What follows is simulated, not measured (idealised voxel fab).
Presented below is a process module, voxel self aligned contacts.
The figure presents cross-section cut, which has a width of 215 nm and is divided into square cells with an edge length of 5 nm.
When this document writes out a cross-section, it uses a grid of square cells and lists it as bands, beginning at the top and moving down, with a band standing for one or more rows of cells.
Heights first: top, then bottom, in nm. Then materials, left to right, each with a width in nm. "edge to edge" on a single material: fills the band edge to edge. "blank": empty space.
All heights in this document are referenced to 0, defined as the level beneath which the wafer, as received, consists entirely of one material. The lowest band is not bounded below; it extends indefinitely downward and is written in the form "0 -> down".
Width: "30 to 40" (first number = top row, second number = bottom row, same change from row to row of cells).
"nothing changed" after a step means that no cell of the cross-section changed.
In "Trapped voids" the enclosed voids are listed, meaning empty spaces of 8 cells or larger without any opening to the top. The form is width x height at distance, distance from the left edge, units nm.
On each step's line, the part that comes after the settings is the simulator's own comment on the step.
overlay nm: mask right of planned place by this much (step with mask). Neg. = left.
STEPS PLANNED FOR THE PROCESS
1: RECEIVE: material Si
2: CONFORMAL_DEP: material SiO2, thk nm 5
3: DIRECTIONAL_DEP: material polySi, thk nm 20
4: DIRECTIONAL_DEP: material SiN, thk nm 25
5: MASKED_ETCH: tone cover, mask id GATE, width nm 25, pitch nm 65, etch materials SiN, depth nm 25, overlay nm 0
6: MASKED_ETCH: tone cover, mask id GATE, width nm 25, pitch nm 65, etch materials polySi, depth nm 20, overlay nm 0
7: CONFORMAL_DEP: material SiN, thk nm 10
8: DIRECTIONAL_ETCH: etch materials SiN, depth nm 10
9: FILL_DEP: material SiO2, thk nm 20
10: CMP: height nm 60
11: DIRECTIONAL_DEP: material aC, thk nm 15
12: PATTERN: tone open, mask id CONTACT, material resist, width nm 50, pitch nm 65, thk nm 35, overlay nm 0
13: DIRECTIONAL_ETCH: etch materials aC, depth nm 15
14: STRIP: etch materials resist
15: DIRECTIONAL_ETCH: etch materials SiO2, depth nm 60
16: STRIP: etch materials aC
17: CONFORMAL_DEP: material TiN, thk nm 5
18: FILL_DEP: material Ru, thk nm 5
19: CMP: height nm 60
20: CONFORMAL_DEP: material SiCN, thk nm 5
FIRST WAFER OUT OF TWO, PROCESSED AS PLANNED
WAFER AS RECEIVED: CROSS-SECTION FOLLOWING STEP 1
0 -> down: Si edge to edge
Trapped voids: none
STEP 2 DONE - WAFER CROSS-SECTION
5 -> 0: SiO2 edge to edge
Below 0, no change.
STEP 3 DONE - WAFER CROSS-SECTION
25 -> 5: polySi edge to edge
Below 5, no change.
STEP 4 DONE - WAFER CROSS-SECTION
50 -> 25: SiN edge to edge
Below 25, no change.
STEP 5 DONE - WAFER CROSS-SECTION
50 -> 25: 30 of blank  25 of SiN  40 of blank  25 of SiN  40 of blank  25 of SiN  30 of blank
Below 25, no change.
STEP 6 DONE - WAFER CROSS-SECTION
50 -> 25: 30 of blank  25 of SiN  40 of blank  25 of SiN  40 of blank  25 of SiN  30 of blank
25 -> 5: 30 of blank  25 of polySi  40 of blank  25 of polySi  40 of blank  25 of polySi  30 of blank
Below 5, no change.
STEP 7 DONE - WAFER CROSS-SECTION
60 -> 25: 20 of blank  45 of SiN  20 of blank  45 of SiN  20 of blank  45 of SiN  20 of blank
25 -> 15: 20 of blank  10 of SiN  25 of polySi  10 of SiN  20 of blank  10 of SiN  25 of polySi  10 of SiN  20 of blank  10 of SiN  25 of polySi  10 of SiN  20 of blank
15 -> 5: 30 of SiN  25 of polySi  40 of SiN  25 of polySi  40 of SiN  25 of polySi  30 of SiN
Below 5, no change.
STEP 8 DONE - WAFER CROSS-SECTION
50 -> 25: 20 of blank  45 of SiN  20 of blank  45 of SiN  20 of blank  45 of SiN  20 of blank
25 -> 5: 20 of blank  10 of SiN  25 of polySi  10 of SiN  20 of blank  10 of SiN  25 of polySi  10 of SiN  20 of blank  10 of SiN  25 of polySi  10 of SiN  20 of blank
Below 5, no change.
STEP 9 DONE - WAFER CROSS-SECTION
70 -> 50: SiO2 edge to edge
50 -> 25: 20 of SiO2  45 of SiN  20 of SiO2  45 of SiN  20 of SiO2  45 of SiN  20 of SiO2
25 -> 5: 20 of SiO2  10 of SiN  25 of polySi  10 of SiN  20 of SiO2  10 of SiN  25 of polySi  10 of SiN  20 of SiO2  10 of SiN  25 of polySi  10 of SiN  20 of SiO2
Below 5, no change.
STEP 10 DONE - WAFER CROSS-SECTION
60 -> 50: SiO2 edge to edge
Below 50, no change.
STEP 11 DONE - WAFER CROSS-SECTION
75 -> 60: aC edge to edge
Below 60, no change.
STEP 12 DONE - WAFER CROSS-SECTION
110 -> 75: 50 of resist  50 of blank  15 of resist  50 of blank  50 of resist
Below 75, no change.
STEP 13 DONE - WAFER CROSS-SECTION
95 -> 75: 50 of resist  50 of blank  15 of resist  50 of blank  50 of resist
75 -> 60: 50 of aC  50 of blank  15 of aC  50 of blank  50 of aC
Below 60, no change.
STEP 14 DONE - WAFER CROSS-SECTION
75 -> 60: 50 of aC  50 of blank  15 of aC  50 of blank  50 of aC
Below 60, no change.
STEP 15 DONE - WAFER CROSS-SECTION
75 -> 60: 50 of aC  50 of blank  15 of aC  50 of blank  50 of aC
60 -> 50: 50 of SiO2  50 of blank  15 of SiO2  50 of blank  50 of SiO2
50 -> 25: 20 of SiO2  45 of SiN  20 of blank  45 of SiN  20 of blank  45 of SiN  20 of SiO2
25 -> 5: 20 of SiO2  10 of SiN  25 of polySi  10 of SiN  20 of blank  10 of SiN  25 of polySi  10 of SiN  20 of blank  10 of SiN  25 of polySi  10 of SiN  20 of SiO2
5 -> 0: 65 of SiO2  20 of blank  45 of SiO2  20 of blank  65 of SiO2
Below 0, no change.
STEP 16 DONE - WAFER CROSS-SECTION
60 -> 50: 50 of SiO2  50 of blank  15 of SiO2  50 of blank  50 of SiO2
Below 50, no change.
STEP 17 DONE - WAFER CROSS-SECTION
65 -> 60: 55 of TiN  40 of blank  25 of TiN  40 of blank  55 of TiN
60 -> 50: 50 of SiO2  5 to 20 of TiN  40 to 10 of blank  5 to 20 of TiN  15 of SiO2  5 to 20 of TiN  40 to 10 of blank  5 to 20 of TiN  50 of SiO2
50 -> 25: 20 of SiO2  45 of SiN  5 of TiN  10 of blank  5 of TiN  45 of SiN  5 of TiN  10 of blank  5 of TiN  45 of SiN  20 of SiO2
25 -> 5: 20 of SiO2  10 of SiN  25 of polySi  10 of SiN  5 of TiN  10 of blank  5 of TiN  10 of SiN  25 of polySi  10 of SiN  5 of TiN  10 of blank  5 of TiN  10 of SiN  25 of polySi  10 of SiN  20 of SiO2
5 -> 0: 65 of SiO2  20 of TiN  45 of SiO2  20 of TiN  65 of SiO2
Below 0, no change.
STEP 18 DONE - WAFER CROSS-SECTION
70 -> 65: Ru edge to edge
65 -> 60: 55 of TiN  40 of Ru  25 of TiN  40 of Ru  55 of TiN
60 -> 50: 50 of SiO2  5 to 20 of TiN  40 to 10 of Ru  5 to 20 of TiN  15 of SiO2  5 to 20 of TiN  40 to 10 of Ru  5 to 20 of TiN  50 of SiO2
50 -> 25: 20 of SiO2  45 of SiN  5 of TiN  10 of Ru  5 of TiN  45 of SiN  5 of TiN  10 of Ru  5 of TiN  45 of SiN  20 of SiO2
25 -> 5: 20 of SiO2  10 of SiN  25 of polySi  10 of SiN  5 of TiN  10 of Ru  5 of TiN  10 of SiN  25 of polySi  10 of SiN  5 of TiN  10 of Ru  5 of TiN  10 of SiN  25 of polySi  10 of SiN  20 of SiO2
Below 5, no change.
STEP 19 DONE - WAFER CROSS-SECTION
60 -> 50: 50 of SiO2  5 to 20 of TiN  40 to 10 of Ru  5 to 20 of TiN  15 of SiO2  5 to 20 of TiN  40 to 10 of Ru  5 to 20 of TiN  50 of SiO2
Below 50, no change.
STEP 20 DONE - WAFER CROSS-SECTION
65 -> 60: SiCN edge to edge
Below 60, no change.
NOTES, SECOND WAFER: START = FIRST WAFER'S, PLAN = FIRST WAFER'S, EXECUTION HAD ONE MISTAKE; HISTORY IDENTICAL TO FIRST THROUGH STEP 11
SECOND WAFER: CROSS-SECTION AT THE SCHEDULED END OF STEP 12
110 -> 75: 50 of blank  50 of resist  15 of blank  50 of resist  50 of blank
Below 75, no change.
SECOND WAFER: CROSS-SECTION AT THE SCHEDULED END OF STEP 13
95 -> 75: 50 of blank  50 of resist  15 of blank  50 of resist  50 of blank
75 -> 60: 50 of blank  50 of aC  15 of blank  50 of aC  50 of blank
Below 60, no change.
SECOND WAFER: CROSS-SECTION AT THE SCHEDULED END OF STEP 14
75 -> 60: 50 of blank  50 of aC  15 of blank  50 of aC  50 of blank
Below 60, no change.
SECOND WAFER: CROSS-SECTION AT THE SCHEDULED END OF STEP 15
75 -> 60: 50 of blank  50 of aC  15 of blank  50 of aC  50 of blank
60 -> 50: 50 of blank  50 of SiO2  15 of blank  50 of SiO2  50 of blank
50 -> 25: 20 of blank  45 of SiN  20 of SiO2  45 of SiN  20 of SiO2  45 of SiN  20 of blank
25 -> 5: 20 of blank  10 of SiN  25 of polySi  10 of SiN  20 of SiO2  10 of SiN  25 of polySi  10 of SiN  20 of SiO2  10 of SiN  25 of polySi  10 of SiN  20 of blank
5 -> 0: 20 of blank  175 of SiO2  20 of blank
Below 0, no change.
SECOND WAFER: CROSS-SECTION AT THE SCHEDULED END OF STEP 16
60 -> 50: 50 of blank  50 of SiO2  15 of blank  50 of SiO2  50 of blank
Below 50, no change.
SECOND WAFER: CROSS-SECTION AT THE SCHEDULED END OF STEP 17
65 -> 60: 45 of blank  60 of TiN  5 of blank  60 of TiN  45 of blank
60 -> 55: 45 of blank  5 of TiN  50 of SiO2  5 of TiN  5 of blank  5 of TiN  50 of SiO2  5 of TiN  45 of blank
55 -> 50: 15 of blank  35 of TiN  50 of SiO2  15 of TiN  50 of SiO2  35 of TiN  15 of blank
50 -> 25: 15 of blank  5 of TiN  45 of SiN  20 of SiO2  45 of SiN  20 of SiO2  45 of SiN  5 of TiN  15 of blank
25 -> 5: 15 of blank  5 of TiN  10 of SiN  25 of polySi  10 of SiN  20 of SiO2  10 of SiN  25 of polySi  10 of SiN  20 of SiO2  10 of SiN  25 of polySi  10 of SiN  5 of TiN  15 of blank
5 -> 0: 20 of TiN  175 of SiO2  20 of TiN
Below 0, no change.
SECOND WAFER: CROSS-SECTION AT THE SCHEDULED END OF STEP 18
70 -> 65: Ru edge to edge
65 -> 60: 45 of Ru  60 of TiN  5 of Ru  60 of TiN  45 of Ru
60 -> 55: 45 of Ru  5 of TiN  50 of SiO2  5 of TiN  5 of Ru  5 of TiN  50 of SiO2  5 of TiN  45 of Ru
55 -> 50: 15 of Ru  35 of TiN  50 of SiO2  15 of TiN  50 of SiO2  35 of TiN  15 of Ru
50 -> 25: 15 of Ru  5 of TiN  45 of SiN  20 of SiO2  45 of SiN  20 of SiO2  45 of SiN  5 of TiN  15 of Ru
25 -> 5: 15 of Ru  5 of TiN  10 of SiN  25 of polySi  10 of SiN  20 of SiO2  10 of SiN  25 of polySi  10 of SiN  20 of SiO2  10 of SiN  25 of polySi  10 of SiN  5 of TiN  15 of Ru
Below 5, no change.
SECOND WAFER: CROSS-SECTION AT THE SCHEDULED END OF STEP 19
60 -> 55: 45 of Ru  5 of TiN  50 of SiO2  5 of TiN  5 of Ru  5 of TiN  50 of SiO2  5 of TiN  45 of Ru
Below 55, no change.
SECOND WAFER: CROSS-SECTION AT THE SCHEDULED END OF STEP 20
65 -> 60: SiCN edge to edge
Below 60, no change.
Want to know what went wrong? step 12 off recipe, ran as PATTERN: tone cover, mask id CONTACT, material resist, width nm 50, pitch nm 65, thk nm 35, overlay nm 0
Final difference in cells, second wafer against first, listed per material as more or fewer: 23 more of Ru; 6 fewer of SiO2; 17 fewer of TiN
